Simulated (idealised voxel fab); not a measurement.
process module | voxel transistor to metal
cross-section cut | 140 nm wide | cells 5 nm
A cross-section is a grid of square cells, given in bands from the top down. A band is one or more rows of cells.
Each band's line starts with the height of the band's top and of its bottom, in nm. Then come its materials from left to right, each with its width in nm. One material with "throughout" fills the band from edge to edge. "air" is empty space.
Height 0 is the level under which the wafer as received is all one material. The lowest band goes on downwards, as in "0 down".
A width such as "30 to 40" changes by the same amount from each row of cells to the next, from the band's top row to its bottom row.
"no change" after a step means that no cell of the cross-section changed.
closed voids: empty space of 8 cells or more with no open way to the top, each as width x height at its distance from the left edge, in nm
after a step's settings: what the simulator itself notes on the step
overlay nm, on a step with a mask: how far to the right of its planned place the mask lay; to the left if negative
plan
1 op RECEIVE | material Si
2 op CONFORMAL_DEP | material SiO2 | thk nm 5
3 op CONFORMAL_DEP | material SiN | thk nm 10
4 op MASKED_ETCH | tone cover | mask id ACTIVE | width nm 95 | etch materials SiN | depth nm 10 | overlay nm 0
5 op MASKED_ETCH | tone cover | mask id ACTIVE | width nm 95 | etch materials SiO2 | depth nm 5 | overlay nm 0
6 op MASKED_ETCH | tone cover | mask id ACTIVE | width nm 95 | etch materials Si | depth nm 35 | overlay nm 0
7 op FILL_DEP | material SiO2 | thk nm 10
8 op CMP | height nm 15
9 op SELECTIVE_ETCH | etch materials SiO2 | depth nm 5
10 op STRIP | etch materials SiN
11 op SELECTIVE_ETCH | etch materials SiO2 | depth nm 5
12 op OXIDIZE | depth nm 5
13 op DIRECTIONAL_DEP | material polySi | thk nm 25
14 op DIRECTIONAL_DEP | material SiCN | thk nm 15
15 op DIRECTIONAL_DEP | material aC | thk nm 10
16 op PATTERN | tone cover | mask id GATE | material resist | width nm 15 | thk nm 25 | overlay nm 0
17 op DIRECTIONAL_ETCH | etch materials aC | depth nm 10
18 op STRIP | etch materials resist
19 op DIRECTIONAL_ETCH | etch materials SiCN | depth nm 25
20 op DIRECTIONAL_ETCH | etch materials polySi | depth nm 35
21 op STRIP | etch materials aC
22 op CONFORMAL_DEP | material SiO2 | thk nm 5
23 op DIRECTIONAL_ETCH | etch materials SiO2 | depth nm 5
24 op CONFORMAL_DEP | material SiN | thk nm 5
25 op DIRECTIONAL_ETCH | etch materials SiN | depth nm 5
26 op DIRECTIONAL_ETCH | etch materials SiO2 | depth nm 5
27 op DIRECTIONAL_ETCH | etch materials Si | depth nm 15
28 op EPI | material nSi | thk nm 20
29 op FILL_DEP | material SiO2 | thk nm 5
30 op CMP | height nm 40
31 op DIRECTIONAL_DEP | material SiO2 | thk nm 10
32 op MASKED_ETCH | tone open | mask id CONTACT | width nm 30 | pitch nm 55 | etch materials SiO2 | depth nm 35 | overlay nm 0
33 op CONFORMAL_DEP | material TiN | thk nm 5
34 op FILL_DEP | material W | thk nm 10
35 op CMP | height nm 50
36 op DIRECTIONAL_DEP | material TiN | thk nm 5
37 op DIRECTIONAL_DEP | material Ru | thk nm 20
38 op DIRECTIONAL_DEP | material aC | thk nm 15
39 op PATTERN | tone cover | mask id METAL_1 | material resist | width nm 20 | pitch nm 65 | thk nm 30 | overlay nm 0
40 op DIRECTIONAL_ETCH | etch materials aC | depth nm 15
41 op STRIP | etch materials resist
42 op DIRECTIONAL_ETCH | etch materials Ru | depth nm 20
43 op DIRECTIONAL_ETCH | etch materials TiN | depth nm 5
44 op STRIP | etch materials aC
45 op CONFORMAL_DEP | material SiCN | thk nm 5
46 op FILL_DEP | material SiO2 | thk nm 10
47 op CMP | height nm 75
48 op CONFORMAL_DEP | material SiN | thk nm 5
as received, after step 1
  0 down: Si throughout
  closed voids: none
first wafer at the end, as planned
  80 to 75: SiN throughout
  75 to 55: SiO2 20 | SiCN 5 | Ru 20 | SiCN 5 | SiO2 35 | SiCN 5 | Ru 20 | SiCN 5 | SiO2 25
  55 to 50: SiCN 25 | TiN 20 | SiCN 45 | TiN 20 | SiCN 30
  50 to 40: SiO2 25 | TiN 5 | W 20 to 15 | TiN 5 to 10 | SiO2 25 | TiN 5 to 10 | W 20 to 15 | TiN 5 | SiO2 30
  40 to 25: SiO2 25 | TiN 5 | W 15 | TiN 5 | SiN 5 | SiO2 5 | SiCN 15 | SiO2 5 | SiN 5 | TiN 5 | W 15 | TiN 5 | SiO2 30
  25 to 20: SiO2 25 | TiN 5 | W 15 | TiN 5 | SiN 5 | SiO2 5 | polySi 15 | SiO2 5 | SiN 5 | TiN 5 | W 15 | TiN 5 | SiO2 30
  20 to 15: SiO2 25 | TiN 25 | SiN 5 | SiO2 5 | polySi 15 | SiO2 5 | SiN 5 | TiN 25 | SiO2 30
  15 to 5: SiO2 15 | nSi 35 | SiN 5 | SiO2 5 | polySi 15 | SiO2 5 | SiN 5 | nSi 35 | SiO2 20
  5 to 0: SiO2 15 | nSi 5 | SiN 5 | nSi 25 | SiN 5 | SiO2 5 | polySi 15 | SiO2 5 | SiN 5 | nSi 25 | SiN 5 | nSi 5 | SiO2 20
  0 to -5: SiO2 25 | nSi 25 | SiO2 35 | nSi 25 | SiO2 30
  -5 to -20: SiO2 20 | Si 5 | nSi 25 | Si 35 | nSi 25 | Si 5 | SiO2 25
  -20 to -35: SiO2 20 | Si 95 | SiO2 25
  -35 down: Si throughout
  closed voids: none
second wafer at the end: like start, like plan, one mistake
  80 to 75: SiN throughout
  75 to 55: SiO2 20 | SiCN 5 | Ru 20 | SiCN 5 | SiO2 35 | SiCN 5 | Ru 20 | SiCN 5 | SiO2 25
  55 to 50: SiCN 25 | TiN 20 | SiCN 45 | TiN 20 | SiCN 30
  50 to 40: SiO2 25 | TiN 5 | W 20 to 15 | TiN 5 to 10 | SiO2 25 | TiN 5 to 10 | W 20 to 15 | TiN 5 | SiO2 30
  40 to 25: SiO2 25 | TiN 5 | W 15 | TiN 5 | SiN 5 | SiO2 5 | SiCN 15 | SiO2 5 | SiN 5 | TiN 5 | W 15 | TiN 5 | SiO2 30
  25 to 20: SiO2 25 | TiN 5 | W 15 | TiN 5 | SiN 5 | SiO2 5 | polySi 15 | SiO2 5 | SiN 5 | TiN 5 | W 15 | TiN 5 | SiO2 30
  20 to 15: SiO2 25 | TiN 25 | SiN 5 | SiO2 5 | polySi 15 | SiO2 5 | SiN 5 | TiN 25 | SiO2 30
  15 to 5: SiO2 20 | nSi 30 | SiN 5 | SiO2 5 | polySi 15 | SiO2 5 | SiN 5 | nSi 30 | SiO2 25
  5 to 0: SiO2 20 | nSi 5 | SiN 5 | nSi 20 | SiN 5 | SiO2 5 | polySi 15 | SiO2 5 | SiN 5 | nSi 20 | SiN 5 | nSi 5 | SiO2 25
  0 to -5: SiO2 30 | nSi 20 | SiO2 35 | nSi 20 | SiO2 35
  -5 to -20: SiO2 20 | Si 10 | nSi 20 | Si 35 | nSi 20 | Si 10 | SiO2 25
  -20 to -35: SiO2 20 | Si 95 | SiO2 25
  -35 down: Si throughout
  closed voids: none
what went wrong: step 4 ran as: op MASKED_ETCH | tone cover | mask id ACTIVE | width nm 85 | etch materials SiN | depth nm 10 | overlay nm 0
at the end the second wafer has, in cells: 6 more of Si | 8 more of SiO2 | 14 fewer of nSi
